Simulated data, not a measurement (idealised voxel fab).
Presented below is a process module, voxel wiring stack.
Cross-section cut: width 200 nm, square cells of 5 nm.
Square cells in a grid make up a cross-section in this document, and the grid is given as bands, listed from the top down, each one or more rows of cells.
Basically the band line says how high the top is and how high the bottom is, in nm, and then what's in it from left to right, every material with its width in nm. Empty space shows up as "empty", and if a single material carries "full width" it runs the full band edge to edge.
Measure heights from 0. That's the level where, below it, the as-received wafer is all one material. The lowest band is bottomless and extends downward; write it as in "0..down".
A width given as "30..40" starts at the first number in the band's top row and ends at the second number in its bottom row, shifting by an equal amount at every step from row to row.
Basically "identical to before" means that step didn't change any cell in the cross-section.
If an empty space has no open way to the top and is at least 8 cells in size, "Voids lacking openings" lists it, written width x height at distance, where distance is measured from the left edge and every value is in nm.
Read whatever lies past the settings on a step's line as the simulator's own remark about the step.
The setting "overlay nm" may be written on the line of a step. When the step uses a mask, the value reports how far to the right of the planned place the mask lay, and a negative value reports that it lay to the left.

### Below is the list of planned process steps
1. RECEIVE [material Si]
2. CONFORMAL_DEP [material SiO2] [thk nm 15]
3. DIRECTIONAL_DEP [material TiN] [thk nm 5]
4. DIRECTIONAL_DEP [material W] [thk nm 25]
5. PATTERN [tone cover] [mask id METAL_1] [material resist] [width nm 25] [pitch nm 55] [thk nm 20] [overlay nm 0]
6. DIRECTIONAL_ETCH [etch materials W] [depth nm 25]
7. DIRECTIONAL_ETCH [etch materials TiN] [depth nm 5]
8. STRIP [etch materials resist]
9. CONFORMAL_DEP [material SiCN] [thk nm 5]
10. FILL_DEP [material lowk] [thk nm 5]
11. CMP [height nm 45]
12. CONFORMAL_DEP [material SiCN] [thk nm 5]
13. DIRECTIONAL_DEP [material lowk] [thk nm 20]
14. DIRECTIONAL_DEP [material aC] [thk nm 15]
15. PATTERN [tone open] [mask id PLUG_1] [material resist] [width nm 15] [thk nm 30] [overlay nm 0]
16. DIRECTIONAL_ETCH [etch materials aC] [depth nm 15]
17. STRIP [etch materials resist]
18. DIRECTIONAL_ETCH [etch materials lowk] [depth nm 20]
19. DIRECTIONAL_ETCH [etch materials SiCN] [depth nm 5]
20. STRIP [etch materials aC]
21. EPI [material Ru] [thk nm 10]
22. EPI [material Ru] [thk nm 10]
23. EPI [material Ru] [thk nm 5]
24. DIRECTIONAL_DEP [material TiN] [thk nm 5]
25. DIRECTIONAL_DEP [material Ru] [thk nm 20]
26. DIRECTIONAL_DEP [material aC] [thk nm 15]
27. PATTERN [tone cover] [mask id METAL_2] [material resist] [width nm 25] [pitch nm 55] [thk nm 30] [overlay nm 0]
28. DIRECTIONAL_ETCH [etch materials aC] [depth nm 15]
29. STRIP [etch materials resist]
30. DIRECTIONAL_ETCH [etch materials Ru] [depth nm 20]
31. DIRECTIONAL_ETCH [etch materials TiN] [depth nm 5]
32. STRIP [etch materials aC]
33. CONFORMAL_DEP [material SiN] [thk nm 5]
34. FILL_DEP [material SiO2] [thk nm 10]
35. CMP [height nm 95]
36. CONFORMAL_DEP [material SiCN] [thk nm 5]
37. DIRECTIONAL_DEP [material lowk] [thk nm 10]
38. DIRECTIONAL_DEP [material aC] [thk nm 10]
39. PATTERN [tone open] [mask id PLUG_2] [material resist] [width nm 15] [pitch nm 55] [thk nm 25] [overlay nm 0]
40. DIRECTIONAL_ETCH [etch materials aC] [depth nm 10]
41. STRIP [etch materials resist]
42. DIRECTIONAL_ETCH [etch materials lowk] [depth nm 10]
43. DIRECTIONAL_ETCH [etch materials SiCN] [depth nm 5]
44. STRIP [etch materials aC]
45. CONFORMAL_DEP [material TiN] [thk nm 5]
46. FILL_DEP [material Ru] [thk nm 10]
47. CMP [height nm 110]
48. CONFORMAL_DEP [material SiN] [thk nm 5]
49. DIRECTIONAL_DEP [material SiO2] [thk nm 25]
50. PATTERN [tone open] [mask id METAL_3] [material resist] [width nm 25] [pitch nm 55] [thk nm 20] [overlay nm 0]
51. DIRECTIONAL_ETCH [etch materials SiO2] [depth nm 25]
52. DIRECTIONAL_ETCH [etch materials SiN] [depth nm 5]
53. STRIP [etch materials resist]
54. CONFORMAL_DEP [material TiN] [thk nm 5]
55. FILL_DEP [material Cu] [thk nm 10]
56. CMP [height nm 140]
57. CONFORMAL_DEP [material SiCN] [thk nm 5]

### As-received wafer cross-section (after step 1)
    0..down = Si full width
    Voids lacking openings: none

### Figure: cross-sectional view of the wafer upon completion of the module, processed from the initial state and according to the plan depicted above, with one error introduced during execution
    145..140 = SiCN full width
    140..115 = 60 SiO2 | 5 TiN | 15 Cu | 5 TiN | 30 SiO2 | 5 TiN | 15 Cu | 5 TiN | 60 SiO2
    115..110 = 60 SiN | 25 TiN | 30 SiN | 25 TiN | 60 SiN
    110..100 = 60 lowk | 5 TiN | 5 Ru | 5 TiN | 40 lowk | 5 TiN | 5 Ru | 5 TiN | 70 lowk
    100..95 = 60 SiCN | 15 TiN | 40 SiCN | 15 TiN | 70 SiCN
    95..75 = 55 SiO2 | 5 SiN | 25 Ru | 5 SiN | 20 SiO2 | 5 SiN | 25 Ru | 5 SiN | 55 SiO2
    75..70 = 60 SiN | 25 TiN | 30 SiN | 25 TiN | 60 SiN
    70..50 = 60 lowk | 15 Ru | 125 lowk
    50..45 = 60 SiCN | 15 Ru | 125 SiCN
    45..35 = 55 lowk | 5 SiCN | 25 W | 5 SiCN | 20 lowk | 5 SiCN | 25 W | 5 SiCN | 55 lowk
    35..30 = 60 SiCN | 25 TiN | 30 SiCN | 25 TiN | 60 SiCN
    30..0 = SiO2 full width
    0..down = Si full width
    Voids lacking openings: none
Heads up, the wafer didn't run the way we planned it: plan step 2 ran twice
